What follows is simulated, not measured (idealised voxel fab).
The document below concerns the process module designated voxel spacer lines.
For reference, the cross-section in this document is cut, with width 175 nm and square cells of 5 nm.
Cross-section, as written here: a square-cell grid given band by band from the top down, where a band holds one or more rows of cells. Quick guide to a band line: top height, bottom height (nm) up front; then every material left to right with its width in nm. Only one material and it's marked "all across"? Then it fills the band edge to edge. And "blank" just means empty space. We count height from 0. Below that, the starting wafer is all one material. The lowest band never ends at the bottom but goes on down; see "0 down" for how that is written. Graded width ("30..40"): value in top row of band = first number; value in bottom row = second number; row-to-row change constant. No cell of the cross-section changed in a step that is given as "identical to before". Look at "Enclosed void list" for the closed voids: empty spaces with no open path to the top, sized 8 cells or up. Each is width x height at distance, distance from the left edge, all nm. Past the settings on a step's line: simulator remark, on that step. overlay nm: mask offset rightward from planned place, masked step; negative means leftward offset.
**Steps in the process plan**
1. RECEIVE (material Si)
2. CONFORMAL_DEP (material Al2O3; thk nm 10)
3. DIRECTIONAL_DEP (material W; thk nm 15)
4. DIRECTIONAL_DEP (material polySi; thk nm 25)
5. PATTERN (tone cover; mask id MANDREL; material resist; width nm 20; pitch nm 60; thk nm 30; overlay nm 0)
6. DIRECTIONAL_ETCH (etch materials polySi; depth nm 25)
7. STRIP (etch materials resist)
8. CONFORMAL_DEP (material SiN; thk nm 10)
9. DIRECTIONAL_ETCH (etch materials SiN; depth nm 10)
10. STRIP (etch materials polySi)
11. DIRECTIONAL_ETCH (etch materials W; depth nm 15)
12. STRIP (etch materials SiN)
13. FILL_DEP (material SiO2; thk nm 10)
14. CMP (height nm 25)
**Here's what the wafer looked like in cross-section when it arrived - that's after step 1**
- 0 down | Si all across
- Enclosed void list: none
**Wafer cross-section at end of module: start and plan as shown above, one execution error**
- 25 to 10 | SiO2=10 / W=10 / SiO2=15 / W=10 / SiO2=25 / W=10 / SiO2=15 / W=10 / SiO2=25 / W=10 / SiO2=15 / W=10 / SiO2=10
- 10 to 0 | Al2O3 all across
- 0 down | Si all across
- Enclosed void list: none
The plan and the run diverged here: step 5: run off-plan, actual operation and settings PATTERN (tone cover; mask id MANDREL; material resist; width nm 15; pitch nm 60; thk nm 30; overlay nm 0)
